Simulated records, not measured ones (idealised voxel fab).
Title: Process Module voxel transistor to metal
This is section cut - it's 210 nm across, gridded in 5 nm square cells.
If you're reading a cross-section in this doc, picture square cells in a grid; it comes to you as bands, top ones listed first down to the bottom, and a band can be one or more rows of cells.
Basically the band line says how high the top is and how high the bottom is, in nm, and then what's in it from left to right, every material with its width in nm. Empty space shows up as "air", and if a single material carries "throughout" it runs the full band edge to edge.
Heights are expressed relative to 0, this being the level below which the as-received wafer comprises one material exclusively. The lowest band is unbounded in the downward direction and is denoted as in "top 0, no bottom".
A two-number width, for instance "30..40", indicates that the width is equal to the first number in the top row of the band and to the second number in the bottom row, and that it changes by a constant amount per row of cells.
Step marked "remained the same"? Then no cell in the cross-section changed in it.
So "Sealed cavities" is basically the list of trapped voids: any empty space of 8 cells or more that can't reach the top through an opening. They're written width x height at distance, the distance being from the left edge, and it's all nm.
The remark found on a step's line after its settings is issued by the simulator itself and pertains to that step.
overlay nm: on a step with a mask, how far right of its planned place the mask lay; negative means left.

Planned step list for the process:
1. RECEIVE [material Si]
2. OXIDIZE [depth nm 5]
3. CONFORMAL_DEP [material SiN] [thk nm 10]
4. DIRECTIONAL_DEP [material aC] [thk nm 10]
5. PATTERN [tone cover] [mask id ACTIVE] [material resist] [width nm 85] [thk nm 30] [overlay nm 0]
6. DIRECTIONAL_ETCH [etch materials aC] [depth nm 10]
7. STRIP [etch materials resist]
8. DIRECTIONAL_ETCH [etch materials SiN] [depth nm 10]
9. DIRECTIONAL_ETCH [etch materials SiO2] [depth nm 5]
10. DIRECTIONAL_ETCH [etch materials Si] [depth nm 25]
11. STRIP [etch materials aC]
12. OXIDIZE [depth nm 5]
13. FILL_DEP [material SiO2] [thk nm 15]
14. CMP [height nm 10]
15. SELECTIVE_ETCH [etch materials SiO2] [depth nm 5]
16. STRIP [etch materials SiN]
17. SELECTIVE_ETCH [etch materials SiO2] [depth nm 5]
18. OXIDIZE [depth nm 5]
19. DIRECTIONAL_DEP [material polySi] [thk nm 25]
20. DIRECTIONAL_DEP [material SiCN] [thk nm 10]
21. DIRECTIONAL_DEP [material aC] [thk nm 15]
22. PATTERN [tone cover] [mask id GATE] [material resist] [width nm 15] [thk nm 35] [overlay nm 0]
23. DIRECTIONAL_ETCH [etch materials aC] [depth nm 15]
24. STRIP [etch materials resist]
25. DIRECTIONAL_ETCH [etch materials SiCN] [depth nm 20]
26. DIRECTIONAL_ETCH [etch materials polySi] [depth nm 35]
27. STRIP [etch materials aC]
28. CONFORMAL_DEP [material SiO2] [thk nm 5]
29. DIRECTIONAL_ETCH [etch materials SiO2] [depth nm 5]
30. CONFORMAL_DEP [material SiN] [thk nm 5]
31. DIRECTIONAL_ETCH [etch materials SiN] [depth nm 5]
32. DIRECTIONAL_ETCH [etch materials SiO2] [depth nm 5]
33. EPI [material pSi] [thk nm 5]
34. FILL_DEP [material SiO2] [thk nm 10]
35. CMP [height nm 30]
36. DIRECTIONAL_DEP [material SiO2] [thk nm 15]
37. PATTERN [tone open] [mask id CONTACT] [material resist] [width nm 25] [pitch nm 50] [thk nm 20] [overlay nm 0]
38. DIRECTIONAL_ETCH [etch materials SiO2] [depth nm 50]
39. STRIP [etch materials resist]
40. CONFORMAL_DEP [material TiN] [thk nm 5]
41. FILL_DEP [material W] [thk nm 5]
42. CMP [height nm 45]
43. CONFORMAL_DEP [material SiN] [thk nm 5]
44. DIRECTIONAL_DEP [material lowk] [thk nm 25]
45. DIRECTIONAL_DEP [material aC] [thk nm 10]
46. PATTERN [tone open] [mask id METAL_1] [material resist] [width nm 15] [pitch nm 60] [thk nm 25] [overlay nm 0]
47. DIRECTIONAL_ETCH [etch materials aC] [depth nm 10]
48. STRIP [etch materials resist]
49. DIRECTIONAL_ETCH [etch materials lowk] [depth nm 25]
50. DIRECTIONAL_ETCH [etch materials SiN] [depth nm 5]
51. STRIP [etch materials aC]
52. CONFORMAL_DEP [material TiN] [thk nm 5]
53. FILL_DEP [material W] [thk nm 10]
54. CMP [height nm 75]
55. CONFORMAL_DEP [material SiCN] [thk nm 5]
56. DIRECTIONAL_DEP [material lowk] [thk nm 35]
57. PATTERN [tone open] [mask id METAL_2] [material resist] [width nm 15] [pitch nm 60] [thk nm 20] [overlay nm 0]
58. DIRECTIONAL_ETCH [etch materials lowk] [depth nm 20]
59. STRIP [etch materials resist]
60. PATTERN [tone open] [mask id METAL_2_HOLES] [material resist] [width nm 15] [pitch nm 60] [thk nm 15] [overlay nm 0]
61. DIRECTIONAL_ETCH [etch materials lowk] [depth nm 15]
62. DIRECTIONAL_ETCH [etch materials SiCN] [depth nm 5]
63. STRIP [etch materials resist]
64. CONFORMAL_DEP [material TiN] [thk nm 5]
65. FILL_DEP [material Cu] [thk nm 5]
66. CMP [height nm 115]
67. CONFORMAL_DEP [material SiN] [thk nm 5]

Wafer cross-section on receipt, i.e. after step 1:
- top 0, no bottom | Si throughout
- Sealed cavities: none

End-of-module XS, first of two wafers, run as planned:
- top 120, bottom 115 | SiN throughout
- top 115, bottom 80 | lowk 65 nm | TiN 5 nm | Cu 5 nm | TiN 5 nm | lowk 45 nm | TiN 5 nm | Cu 5 nm | TiN 5 nm | lowk 70 nm
- top 80, bottom 75 | SiCN 65 nm | TiN 15 nm | SiCN 45 nm | TiN 15 nm | SiCN 70 nm
- top 75, bottom 50 | lowk 65 nm | TiN 5 nm | W 5 nm | TiN 5 nm | lowk 45 nm | TiN 5 nm | W 5 nm | TiN 5 nm | lowk 70 nm
- top 50, bottom 45 | SiN 65 nm | TiN 15 nm | SiN 45 nm | TiN 15 nm | SiN 70 nm
- top 45, bottom 35 | SiO2 65 nm | TiN 5 nm | W 15 nm | TiN 5 nm | SiO2 25 nm | TiN 5 nm | W 15 nm | TiN 5 nm | SiO2 70 nm
- top 35, bottom 30 | SiO2 65 nm | TiN 5 nm | W 10 nm | TiN 10 nm | SiO2 25 nm | TiN 10 nm | W 10 nm | TiN 5 nm | SiO2 70 nm
- top 30, bottom 20 | SiO2 65 nm | TiN 5 nm | W 10 nm | TiN 5 nm | SiN 5 nm | SiO2 5 nm | SiCN 15 nm | SiO2 5 nm | SiN 5 nm | TiN 5 nm | W 10 nm | TiN 5 nm | SiO2 70 nm
- top 20, bottom 0 | SiO2 65 nm | TiN 5 nm | W 10 nm | TiN 5 nm | SiN 5 nm | SiO2 5 nm | polySi 15 nm | SiO2 5 nm | SiN 5 nm | TiN 5 nm | W 10 nm | TiN 5 nm | SiO2 70 nm
- top 0, bottom -5 | SiO2 60 nm | SiN 5 nm | TiN 20 nm | SiN 5 nm | SiO2 5 nm | polySi 15 nm | SiO2 5 nm | SiN 5 nm | TiN 20 nm | SiN 5 nm | SiO2 65 nm
- top -5, bottom -10 | SiO2 65 nm | pSi 20 nm | SiO2 35 nm | pSi 20 nm | SiO2 70 nm
- top -10, bottom -35 | SiO2 65 nm | Si 75 nm | SiO2 70 nm
- top -35, no bottom | Si throughout
- Sealed cavities: none

Wafer two, end of module, cross-section. Same start, same plan as wafer one. One mistake in the run:
- top 120, bottom 115 | SiN throughout
- top 115, bottom 110 | SiCN 65 nm | TiN 15 nm | SiCN 45 nm | TiN 15 nm | SiCN 70 nm
- top 110, bottom 75 | lowk throughout
- top 75, bottom 50 | lowk 65 nm | TiN 5 nm | W 5 nm | TiN 5 nm | lowk 45 nm | TiN 5 nm | W 5 nm | TiN 5 nm | lowk 70 nm
- top 50, bottom 45 | SiN 65 nm | TiN 15 nm | SiN 45 nm | TiN 15 nm | SiN 70 nm
- top 45, bottom 35 | SiO2 65 nm | TiN 5 nm | W 15 nm | TiN 5 nm | SiO2 25 nm | TiN 5 nm | W 15 nm | TiN 5 nm | SiO2 70 nm
- top 35, bottom 30 | SiO2 65 nm | TiN 5 nm | W 10 nm | TiN 10 nm | SiO2 25 nm | TiN 10 nm | W 10 nm | TiN 5 nm | SiO2 70 nm
- top 30, bottom 20 | SiO2 65 nm | TiN 5 nm | W 10 nm | TiN 5 nm | SiN 5 nm | SiO2 5 nm | SiCN 15 nm | SiO2 5 nm | SiN 5 nm | TiN 5 nm | W 10 nm | TiN 5 nm | SiO2 70 nm
- top 20, bottom 0 | SiO2 65 nm | TiN 5 nm | W 10 nm | TiN 5 nm | SiN 5 nm | SiO2 5 nm | polySi 15 nm | SiO2 5 nm | SiN 5 nm | TiN 5 nm | W 10 nm | TiN 5 nm | SiO2 70 nm
- top 0, bottom -5 | SiO2 60 nm | SiN 5 nm | TiN 20 nm | SiN 5 nm | SiO2 5 nm | polySi 15 nm | SiO2 5 nm | SiN 5 nm | TiN 20 nm | SiN 5 nm | SiO2 65 nm
- top -5, bottom -10 | SiO2 65 nm | pSi 20 nm | SiO2 35 nm | pSi 20 nm | SiO2 70 nm
- top -10, bottom -35 | SiO2 65 nm | Si 75 nm | SiO2 70 nm
- top -35, no bottom | Si throughout
- Sealed cavities: none
Where did the run depart from the plan? note: step 55 <-> step 56, run order reversed vs plan
Final comparison by cell count, materials where the second wafer has more or fewer than the first: Cu: 14 fewer; TiN: 28 fewer; lowk: 42 more
